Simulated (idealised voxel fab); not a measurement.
Process module, titled voxel self aligned vias
Square cell edge 5 nm, section width 275 nm, ID cut.
Just so we're on the same page, the cross-sections are grids of square cells, and they're listed out in bands top to bottom, each band one or more rows deep.
This entry defines a band. It first specifies the height of the band's top and the height of its bottom in nm, and then specifies the band's materials from left to right, stating each material with its width in nm. The word "all across" identifies a single material that fills the band from edge to edge, while the word "air" identifies empty space.
Where do heights start? At 0: under that level the wafer as delivered is made of one material only. And the lowest band has no floor; it just carries on downward, as in "z 0 and below".
It should be noted that a width expressed as "30..40" varies in equal increments from row to row of cells within the band, taking the value of the first number at the top row and that of the second number at the bottom row.
What does "no alteration" mean for a step? It means no cell of the cross-section changed in that step.
Enclosed voids (no open way to top), threshold 8 cells or more, entry "Enclosed cavity list", notation width x height at distance, distance from left edge, nm.
On each step's line, the part that comes after the settings is the simulator's own comment on the step.
The setting "overlay nm" may be written on the line of a step. When the step uses a mask, the value reports how far to the right of the planned place the mask lay, and a negative value reports that it lay to the left.

Listed below are the process steps as planned
1: RECEIVE | material Si
2: CONFORMAL_DEP | material SiO2 | thk nm 15
3: CONFORMAL_DEP | material SiCN | thk nm 5
4: DIRECTIONAL_DEP | material lowk | thk nm 30
5: DIRECTIONAL_DEP | material aC | thk nm 10
6: PATTERN | tone open | mask id LINES | material resist | width nm 25 | pitch nm 75 | thk nm 30 | overlay nm 0
7: DIRECTIONAL_ETCH | etch materials aC | depth nm 10
8: STRIP | etch materials resist
9: DIRECTIONAL_ETCH | etch materials lowk | depth nm 30
10: STRIP | etch materials aC
11: CONFORMAL_DEP | material TiN | thk nm 5
12: FILL_DEP | material Ru | thk nm 10
13: CMP | height nm 50
14: SELECTIVE_ETCH | etch materials W Ru TiN | depth nm 10
15: FILL_DEP | material SiN | thk nm 5
16: CMP | height nm 50
17: DIRECTIONAL_DEP | material lowk | thk nm 20
18: MASKED_ETCH | tone open | mask id VIAS | width nm 45 | pitch nm 75 | etch materials lowk | depth nm 20 | overlay nm 0
19: MASKED_ETCH | tone open | mask id VIAS | width nm 45 | pitch nm 75 | etch materials SiN | depth nm 10 | overlay nm 0
20: CONFORMAL_DEP | material TiN | thk nm 5
21: FILL_DEP | material W | thk nm 5
22: CMP | height nm 70
23: CONFORMAL_DEP | material SiCN | thk nm 5

As-received wafer cross-section (after step 1)
  z 0 and below  Si all across
  Enclosed cavity list: none

End-of-module cross-section of the first of two wafers, processed as planned
  z 75 to 70  SiCN all across
  z 70 to 55  40 lowk, then 5 TiN, then 35 W, then 5 TiN, then 30 lowk, then 5 TiN, then 35 W, then 5 TiN, then 30 lowk, then 5 TiN, then 35 W, then 5 TiN, then 40 lowk
  z 55 to 45  40..50 lowk, then 15..5 TiN, then 15 W, then 15..5 TiN, then 30..50 lowk, then 15..5 TiN, then 15 W, then 15..5 TiN, then 30..50 lowk, then 15..5 TiN, then 15 W, then 15..5 TiN, then 40..50 lowk
  z 45 to 40  50 lowk, then 25 TiN, then 50 lowk, then 25 TiN, then 50 lowk, then 25 TiN, then 50 lowk
  z 40 to 25  50 lowk, then 5 TiN, then 15 Ru, then 5 TiN, then 50 lowk, then 5 TiN, then 15 Ru, then 5 TiN, then 50 lowk, then 5 TiN, then 15 Ru, then 5 TiN, then 50 lowk
  z 25 to 20  50 lowk, then 25 TiN, then 50 lowk, then 25 TiN, then 50 lowk, then 25 TiN, then 50 lowk
  z 20 to 15  SiCN all across
  z 15 to 0  SiO2 all across
  z 0 and below  Si all across
  Enclosed cavity list: none

Here's the second of our two wafers sectioned at module end. Same start as the first, same plan, but one mistake got made running it
  z 75 to 70  SiCN all across
  z 70 to 55  45 lowk, then 5 TiN, then 35 W, then 5 TiN, then 30 lowk, then 5 TiN, then 35 W, then 5 TiN, then 30 lowk, then 5 TiN, then 35 W, then 5 TiN, then 35 lowk
  z 55 to 45  45..50 lowk, then 10..5 TiN, then 15 W, then 20..5 TiN, then 30..50 lowk, then 10..5 TiN, then 15 W, then 20..5 TiN, then 30..50 lowk, then 10..5 TiN, then 15 W, then 20..5 TiN, then 35..50 lowk
  z 45 to 40  50 lowk, then 25 TiN, then 50 lowk, then 25 TiN, then 50 lowk, then 25 TiN, then 50 lowk
  z 40 to 25  50 lowk, then 5 TiN, then 15 Ru, then 5 TiN, then 50 lowk, then 5 TiN, then 15 Ru, then 5 TiN, then 50 lowk, then 5 TiN, then 15 Ru, then 5 TiN, then 50 lowk
  z 25 to 20  50 lowk, then 25 TiN, then 50 lowk, then 25 TiN, then 50 lowk, then 25 TiN, then 50 lowk
  z 20 to 15  SiCN all across
  z 15 to 0  SiO2 all across
  z 0 and below  Si all across
  Enclosed cavity list: none
What went wrong in running the wafer? step 18 went in with a setting other than planned; the actual run was MASKED_ETCH | tone open | mask id VIAS | width nm 45 | pitch nm 75 | etch materials lowk | depth nm 20 | overlay nm 5
The concluding comparison shows that, measured in cells, each material is equally abundant on both wafers, albeit at different positions.
